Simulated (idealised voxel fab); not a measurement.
Process module in this document: voxel tone inversion
For reference, the cross-section in this document is cut, with width 210 nm and square cells of 5 nm.
A cross-section is written here as square cells arranged in a grid, and it is given in bands from the top down, each band taking up one or more rows of cells. A band entry consists of two parts. The first gives the height of the band's top and the height of its bottom, in nm. The rest lists the band's materials from left to right, each with its width in nm. A single material labelled with the word "all across" fills the band from edge to edge, and the word "air" marks empty space. Zero point of the height axis is 0; under it, received wafer = one material. Lowest band: continues down indefinitely, "from 0 down". When a width is written as two numbers, as in "30->40", the first number is the width in the top row of cells of the band and the second is the width in its bottom row, and the width changes by the same amount from each row to the next. "no alteration" -> step changed no cross-section cell. Listed in "Closed voids list": every empty space of 8 or more cells without an open way to the top. Form: width x height at distance, the distance being from the left edge, all in nm. That trailing text on a step's line, after the settings, is the simulator's own remark on the step. A step line may carry the setting "overlay nm", which, for steps involving a mask, states the distance by which the mask lay to the right of its intended position; negative values denote displacement to the left.
**Process steps (planned)**
1,RECEIVE with material Si
2,CONFORMAL_DEP with material SiCN, thk nm 5
3,DIRECTIONAL_DEP with material polySi, thk nm 25
4,PATTERN with tone cover, mask id POSTS, material resist, width nm 20, pitch nm 35, thk nm 35, overlay nm -15
5,DIRECTIONAL_ETCH with etch materials polySi, depth nm 25
6,STRIP with etch materials resist
7,FILL_DEP with material lowk, thk nm 5
8,CMP with height nm 30
9,STRIP with etch materials polySi
Across this set of wafers, the varied parameter is the overlay nm of step 4. Starting conditions are identical for every wafer, and the plan reports the value assigned to the first wafer.
**Cut through the first of several wafers as received, post step 1**
	from 0 down | Si all across
	Closed voids list: none
**First of several wafers: cross-section at the end of the module, after step 9, its last step**
	from 30 to 5 | 60 lowk  20 air  15 lowk  20 air  95 lowk
	from 5 to 0 | SiCN all across
	from 0 down | Si all across
	Closed voids list: none
**Cross-sectional view, end of module, last wafer of several**
	from 30 to 5 | 90 lowk  20 air  15 lowk  20 air  65 lowk
	from 5 to 0 | SiCN all across
	from 0 down | Si all across
	Closed voids list: none
**Each row below is a wafer at the end of the module, listing for every material the number of cells it has gained (+) or lost (-) since it was received, followed by its closed voids**
overlay nm -15 | +42 SiCN | +170 lowk | Closed voids list: none
overlay nm -10 | +42 SiCN | +170 lowk | Closed voids list: none
overlay nm -5 | +42 SiCN | +170 lowk | Closed voids list: none
overlay nm 0 | +42 SiCN | +170 lowk | Closed voids list: none
overlay nm 5 | +42 SiCN | +170 lowk | Closed voids list: none
overlay nm 10 | +42 SiCN | +170 lowk | Closed voids list: none
overlay nm 15 | +42 SiCN | +170 lowk | Closed voids list: none
